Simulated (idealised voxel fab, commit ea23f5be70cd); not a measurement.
Herein follows the process module entitled voxel capacitor over wiring.
It is cross-section cut that appears here, measuring 190 nm in width, its square cells being 5 nm in size.
Cross-sections here: square-cell grids, written as top-down lists of bands, a band being one or more rows of cells. Basically the band line says how high the top is and how high the bottom is, in nm, and then what's in it from left to right, every material with its width in nm. Empty space shows up as "air", and if a single material carries "everywhere" it runs the full band edge to edge. Height is counted from the level 0, under which the received wafer is composed throughout of one material. The lowest of the bands is not closed at the bottom but continues downward, in the notation "0 -> down". A two-number width, for instance "30..40", indicates that the width is equal to the first number in the top row of the band and to the second number in the bottom row, and that it changes by a constant amount per row of cells. Take "no change" at face value: in the step it is given for, the cross-section changed in none of its cells. Listed in "Closed void inventory": every empty space of 8 or more cells without an open way to the top. Form: width x height at distance, the distance being from the left edge, all in nm. Formally, on a step line, whatever follows the settings is a remark that the simulator itself makes on the step. "overlay nm" denotes, for a step that has a mask, the displacement of the mask to the right of its planned place, with negative values corresponding to the left.

**Listed below are the process steps as planned**
1) RECEIVE with material Si
2) CONFORMAL_DEP with material SiO2, thk nm 10
3) CONFORMAL_DEP with material SiCN, thk nm 5
4) DIRECTIONAL_DEP with material SiO2, thk nm 20
5) MASKED_ETCH with tone open, mask id METAL_1, width nm 25, pitch nm 75, etch materials SiO2, depth nm 20, overlay nm 0
6) MASKED_ETCH with tone open, mask id METAL_1, width nm 25, pitch nm 75, etch materials SiCN, depth nm 5, overlay nm 0
7) CONFORMAL_DEP with material TiN, thk nm 5
8) FILL_DEP with material Ru, thk nm 10
9) CMP with height nm 35
10) CONFORMAL_DEP with material SiCN, thk nm 5
11) DIRECTIONAL_DEP with material SiO2, thk nm 20
12) PATTERN with tone open, mask id PLUG_1, material resist, width nm 15, thk nm 15, overlay nm 0
13) DIRECTIONAL_ETCH with etch materials SiO2, depth nm 20
14) DIRECTIONAL_ETCH with etch materials SiCN, depth nm 5
15) STRIP with etch materials resist
16) EPI with material Ru, thk nm 10
17) EPI with material Ru, thk nm 10
18) EPI with material Ru, thk nm 5
19) DIRECTIONAL_DEP with material TiN, thk nm 5
20) DIRECTIONAL_DEP with material SiN, thk nm 5
21) DIRECTIONAL_DEP with material TiN, thk nm 10
22) DIRECTIONAL_DEP with material aC, thk nm 10
23) PATTERN with tone cover, mask id UPPER_PLATE, material resist, width nm 55, thk nm 30, overlay nm 0
24) DIRECTIONAL_ETCH with etch materials aC, depth nm 10
25) STRIP with etch materials resist
26) DIRECTIONAL_ETCH with etch materials TiN, depth nm 10
27) DIRECTIONAL_ETCH with etch materials SiN, depth nm 5
28) STRIP with etch materials aC
29) DIRECTIONAL_DEP with material aC, thk nm 10
30) PATTERN with tone cover, mask id LOWER_PLATE, material resist, width nm 65, thk nm 30, overlay nm 0
31) DIRECTIONAL_ETCH with etch materials aC, depth nm 10
32) STRIP with etch materials resist
33) DIRECTIONAL_ETCH with etch materials TiN, depth nm 5
34) STRIP with etch materials aC
35) FILL_DEP with material SiO2, thk nm 20
36) CMP with height nm 95
37) MASKED_ETCH with tone open, mask id PLUG_2, width nm 15, etch materials SiO2, depth nm 15, overlay nm 0
38) CONFORMAL_DEP with material TiN, thk nm 5
39) FILL_DEP with material Ru, thk nm 5
40) CMP with height nm 95
41) CONFORMAL_DEP with material SiN, thk nm 5

**Delivered wafer in cross-section: state after step 1**
  0 -> down  Si everywhere
  Closed void inventory: none

**Below is the wafer in cross-section after the module was completed. It began from the starting point shown above and followed the plan shown above, except that one mistake was made while running it**
  100 -> 95  SiN everywhere
  95 -> 85  SiO2 (65), TiN (5), Ru (5), TiN (5), SiO2 (110)
  85 -> 80  SiO2 (65), TiN (15), SiO2 (110)
  80 -> 70  SiO2 (55), TiN (55), SiO2 (80)
  70 -> 65  SiO2 (55), SiN (55), SiO2 (80)
  65 -> 60  SiO2 (50), TiN (65), SiO2 (75)
  60 -> 40  SiO2 (55), Ru (15), SiO2 (120)
  40 -> 35  SiCN (55), Ru (15), SiCN (120)
  35 -> 20  SiO2 (40), TiN (5), Ru (25), TiN (5), SiO2 (40), TiN (5), Ru (25), TiN (5), SiO2 (40)
  20 -> 15  SiO2 (40), TiN (10), Ru (15), TiN (10), SiO2 (40), TiN (10), Ru (15), TiN (10), SiO2 (40)
  15 -> 10  SiCN (45), TiN (25), SiCN (50), TiN (25), SiCN (45)
  10 -> 0  SiO2 everywhere
  0 -> down  Si everywhere
  Closed void inventory: none
Short version of what went wrong: step 5 ran with different settings than intended, the actual operation and settings being MASKED_ETCH with tone open, mask id METAL_1, width nm 35, pitch nm 75, etch materials SiO2, depth nm 20, overlay nm 0
